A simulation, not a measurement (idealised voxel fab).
Presented below is a process module, voxel released beams.
In the cross-section labelled cut, the width is 210 nm and each square cell is 5 nm.
Reading order for cross-sections: top band down to bottom band. Underlying form: a grid of square cells. Band size: one or more rows of cells.
Band: top height; bottom height; in nm. Then, left to right: material with width in nm, for each material. "full width": a single material spanning edge to edge. "air": empty space.
Heights are reckoned from 0. Under this level, the received wafer is all of one material. The bottommost band is open-ended downward, for example "0 -> down".
The expression "30..40" gives the width at the extremes of the band, the first number at its top row of cells and the second at its bottom row, with the width changing by equal amounts from each row to the next in between.
Any step labelled "same as before" changed none of the cells in the cross-section.
Listed closed voids: empty space of 8 cells or more with no open way to the top, each as width x height at its distance from the left edge, in nm
Formally, on a step line, whatever follows the settings is a remark that the simulator itself makes on the step.
If you see "overlay nm" on a step's line and that step has a mask, it's telling you how far right of where it was planned the mask ended up; a negative number means it went left instead.
The steps planned for the process are as follows:
1 RECEIVE (material Si)
2 CONFORMAL_DEP (material Al2O3; thk nm 10)
3 DIRECTIONAL_DEP (material SiO2; thk nm 20)
4 PATTERN (tone open; mask id ANCHOR; material resist; width nm 35; thk nm 20; overlay nm 0)
5 DIRECTIONAL_ETCH (etch materials SiO2; depth nm 20)
6 STRIP (etch materials resist)
7 CONFORMAL_DEP (material polySi; thk nm 15)
8 MASKED_ETCH (tone cover; mask id BEAM; width nm 115; etch materials polySi; depth nm 15; overlay nm 0)
9 STRIP (etch materials SiO2)
The first of two wafers, run as planned:
As-received wafer cross-section (after step 1):
> 0 -> down: Si full width
> Listed closed voids: none
The wafer, seen in cross-section, after step 2:
> 10 -> 0: Al2O3 full width
> Beneath the level 0, the cross-section is identical to its previous state.
The wafer, seen in cross-section, after step 3:
> 30 -> 10: SiO2 full width
> Beneath the level 10, the cross-section is identical to its previous state.
The wafer, seen in cross-section, after step 4:
> 50 -> 30: resist (50); air (35); resist (125)
> Beneath the level 30, the cross-section is identical to its previous state.
The wafer, seen in cross-section, after step 5:
> 50 -> 30: resist (50); air (35); resist (125)
> 30 -> 10: SiO2 (50); air (35); SiO2 (125)
> Beneath the level 10, the cross-section is identical to its previous state.
The wafer, seen in cross-section, after step 6:
> 30 -> 10: SiO2 (50); air (35); SiO2 (125)
> Beneath the level 10, the cross-section is identical to its previous state.
The wafer, seen in cross-section, after step 7:
> 45 -> 30: polySi (65); air (5); polySi (140)
> 30 -> 25: SiO2 (50); polySi (15); air (5); polySi (15); SiO2 (125)
> 25 -> 10: SiO2 (50); polySi (35); SiO2 (125)
> Beneath the level 10, the cross-section is identical to its previous state.
The wafer, seen in cross-section, after step 8:
> 45 -> 30: air (45); polySi (20); air (5); polySi (90); air (50)
> Beneath the level 30, the cross-section is identical to its previous state.
The wafer, seen in cross-section, after step 9:
> 45 -> 30: air (45); polySi (20); air (5); polySi (90); air (50)
> 30 -> 25: air (50); polySi (15); air (5); polySi (15); air (125)
> 25 -> 10: air (50); polySi (35); air (125)
> Beneath the level 10, the cross-section is identical to its previous state.
The second wafer began exactly as the first did and followed the same plan, but one mistake was made while running it; through step 7 inclusive, the two wafers are identical:
What the second wafer looks like in cross-section when step 8 should have wrapped up:
> 45 -> 30: polySi (45); air (115); polySi (50)
> 30 -> 10: SiO2 (50); polySi (15); air (5); polySi (15); SiO2 (125)
> Beneath the level 10, the cross-section is identical to its previous state.
What the second wafer looks like in cross-section when step 9 should have wrapped up:
> 30 -> 10: air (50); polySi (15); air (5); polySi (15); air (125)
> Beneath the level 10, the cross-section is identical to its previous state.
Which mistake was made when the wafer was run? step 8 off recipe, ran as MASKED_ETCH (tone open; mask id BEAM; width nm 115; etch materials polySi; depth nm 15; overlay nm 0)
Wafer comparison, final, in cells, second relative to first, materials more or fewer: polySi: 69 fewer
